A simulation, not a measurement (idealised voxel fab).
process module | voxel wiring stack
cross-section cut | 265 nm wide | cells 5 nm
A cross-section is a grid of square cells, given in bands from the top down. A band is one or more rows of cells.
Each band's line starts with the height of the band's top and of its bottom, in nm. Then come its materials from left to right, each with its width in nm. One material with "throughout" fills the band from edge to edge. "air" is empty space.
Height 0 is the level under which the wafer as received is all one material. The lowest band goes on downwards, as in "0 down".
A width such as "30 to 40" changes by the same amount from each row of cells to the next, from the band's top row to its bottom row.
"no change" after a step means that no cell of the cross-section changed.
closed voids: empty space of 8 cells or more with no open way to the top, each as width x height at its distance from the left edge, in nm
after a step's settings: what the simulator itself notes on the step
overlay nm, on a step with a mask: how far to the right of its planned place the mask lay; to the left if negative
plan
1 op RECEIVE | material Si
2 op CONFORMAL_DEP | material SiO2 | thk nm 15
3 op CONFORMAL_DEP | material SiN | thk nm 5
4 op DIRECTIONAL_DEP | material SiO2 | thk nm 15
5 op PATTERN | tone open | mask id METAL_1 | material resist | width nm 20 | pitch nm 40 | thk nm 20 | overlay nm 0
6 op DIRECTIONAL_ETCH | etch materials SiO2 | depth nm 15
7 op DIRECTIONAL_ETCH | etch materials SiN | depth nm 5
8 op STRIP | etch materials resist
9 op CONFORMAL_DEP | material TiN | thk nm 5
10 op FILL_DEP | material Ru | thk nm 10
11 op CMP | height nm 35
12 op EPI | material Ru | thk nm 5
13 op FILL_DEP | material SiCN | thk nm 5
14 op DIRECTIONAL_DEP | material SiO2 | thk nm 20
15 op PATTERN | tone open | mask id PLUG_1 | material resist | width nm 15 | pitch nm 40 | thk nm 20 | overlay nm 0
16 op DIRECTIONAL_ETCH | etch materials SiO2 | depth nm 20
17 op DIRECTIONAL_ETCH | etch materials SiCN | depth nm 5
18 op STRIP | etch materials resist
19 op CONFORMAL_DEP | material TiN | thk nm 5
20 op FILL_DEP | material W | thk nm 10
21 op CMP | height nm 65
22 op DIRECTIONAL_DEP | material TiN | thk nm 5
23 op DIRECTIONAL_DEP | material W | thk nm 20
24 op MASKED_ETCH | tone cover | mask id METAL_2 | width nm 20 | pitch nm 40 | etch materials W | depth nm 20 | overlay nm 0
25 op MASKED_ETCH | tone cover | mask id METAL_2 | width nm 20 | pitch nm 40 | etch materials TiN | depth nm 5 | overlay nm 0
26 op CONFORMAL_DEP | material SiN | thk nm 5
27 op FILL_DEP | material SiO2 | thk nm 5
28 op CMP | height nm 90
29 op CONFORMAL_DEP | material SiCN | thk nm 5
30 op DIRECTIONAL_DEP | material SiO2 | thk nm 30
31 op PATTERN | tone open | mask id METAL_3 | material resist | width nm 20 | pitch nm 40 | thk nm 15 | overlay nm 0
32 op DIRECTIONAL_ETCH | etch materials SiO2 | depth nm 15
33 op STRIP | etch materials resist
34 op PATTERN | tone open | mask id METAL_3_HOLES | material resist | width nm 15 | pitch nm 40 | thk nm 15 | overlay nm 0
35 op DIRECTIONAL_ETCH | etch materials SiO2 | depth nm 15
36 op DIRECTIONAL_ETCH | etch materials SiCN | depth nm 5
37 op STRIP | etch materials resist
38 op CONFORMAL_DEP | material TiN | thk nm 5
39 op FILL_DEP | material Cu | thk nm 5
40 op CMP | height nm 125
41 op CONFORMAL_DEP | material SiN | thk nm 5
as received, after step 1
  0 down: Si throughout
  closed voids: none
a wafer at the end: this start, this plan, one mistake
  130 to 125: SiN throughout
  125 to 100: SiO2 100 | TiN 5 | Cu 10 | TiN 5 | SiO2 20 | TiN 5 | Cu 10 | TiN 5 | SiO2 105
  100 to 95: SiO2 100 | TiN 5 | Cu 5 | TiN 10 | SiO2 20 | TiN 5 | Cu 5 | TiN 10 | SiO2 105
  95 to 90: SiCN 100 | TiN 15 | SiCN 25 | TiN 15 | SiCN 110
  90 to 70: SiO2 95 | SiN 5 | W 20 | SiN 5 | SiO2 10 | SiN 5 | W 20 | SiN 5 | SiO2 100
  70 to 65: SiN 100 | TiN 20 | SiN 20 | TiN 20 | SiN 105
  65 to 45: SiO2 100 | TiN 5 | W 5 | TiN 5 | SiO2 25 | TiN 5 | W 5 | TiN 5 | SiO2 110
  45 to 40: SiCN 100 | TiN 15 | SiCN 25 | TiN 15 | SiCN 110
  40 to 35: SiCN 95 | Ru 30 | SiCN 10 | Ru 30 | SiCN 100
  35 to 20: SiO2 100 | TiN 5 | Ru 10 | TiN 5 | SiO2 20 | TiN 5 | Ru 10 | TiN 5 | SiO2 105
  20 to 15: SiN 100 | TiN 20 | SiN 20 | TiN 20 | SiN 105
  15 to 0: SiO2 throughout
  0 down: Si throughout
  closed voids: none
what went wrong: step 32 was run twice
